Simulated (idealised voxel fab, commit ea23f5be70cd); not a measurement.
This section sets out a process module, namely voxel local oxidation.
The cross-section on display is named cut; it measures 185 nm wide, and its cells are 5 nm squares.
Cross-section format: a grid of square cells, given as bands from top to bottom; each band is one or more rows of cells.
Per band: top height and bottom height in nm, followed by the left-to-right materials and their widths in nm; "everywhere" marks a single material spanning edge to edge, "air" marks empty space.
Heights are reckoned from 0. Under this level, the received wafer is all of one material. The bottommost band is open-ended downward, for example "0 nm and below".
A width given as "30 to 40" starts at the first number in the band's top row and ends at the second number in its bottom row, shifting by an equal amount at every step from row to row.
"stayed the same" means the step left every cell of the cross-section as it was.
The entry "Sealed internal voids" lists the empty spaces that cover at least 8 cells and have no open path to the top. Each is written as width x height at distance, where the distance is measured from the left edge and all three values are in nm.
Where a step's line continues beyond its settings, the continuation is a remark by the simulator itself on that step.
The "overlay nm" setting may appear on a step's line; for a step that uses a mask, it gives how far to the right of its planned position the mask lay, and a negative value indicates the left.

The process steps that were planned are listed below
| 1 | RECEIVE with material Si |
| 2 | OXIDIZE with depth nm 5 |
| 3 | CONFORMAL_DEP with material SiN, thk nm 15 |
| 4 | DIRECTIONAL_DEP with material aC, thk nm 15 |
| 5 | PATTERN with tone cover, mask id ACTIVE, material resist, width nm 90, thk nm 35, overlay nm 0 |
| 6 | DIRECTIONAL_ETCH with etch materials aC, depth nm 15 |
| 7 | STRIP with etch materials resist |
| 8 | DIRECTIONAL_ETCH with etch materials SiN, depth nm 15 |
| 9 | STRIP with etch materials aC |
| 10 | SELECTIVE_ETCH with etch materials SiO2, depth nm 5 |
| 11 | OXIDIZE with depth nm 15 |
| 12 | STRIP with etch materials SiN |

Cross-section of the wafer as it came to us, i.e., already through step 1
* 0 nm and below  Si everywhere
* Sealed internal voids: none

Module complete - cross-section of the first of two wafers, run according to plan
* 0 nm to -5 nm  50 air  80 SiO2  55 air
* -5 nm to -20 nm  65 SiO2  50 Si  70 SiO2
* -20 nm and below  Si everywhere
* Sealed internal voids: none

Wafer two, sectioned after the module: the first wafer's start, the first wafer's plan, and one mistake in how it was run
* 0 nm to -5 nm  50 air  80 SiO2  55 air
* -5 nm to -10 nm  SiO2 everywhere
* -10 nm and below  Si everywhere
* Sealed internal voids: none
Want to know what went wrong? step 2, actual vs plan mismatch, actual run OXIDIZE with depth nm 10
Counted in cells at the end, the second wafer holds more or fewer of these materials than the first: Si +44 | SiO2 -44
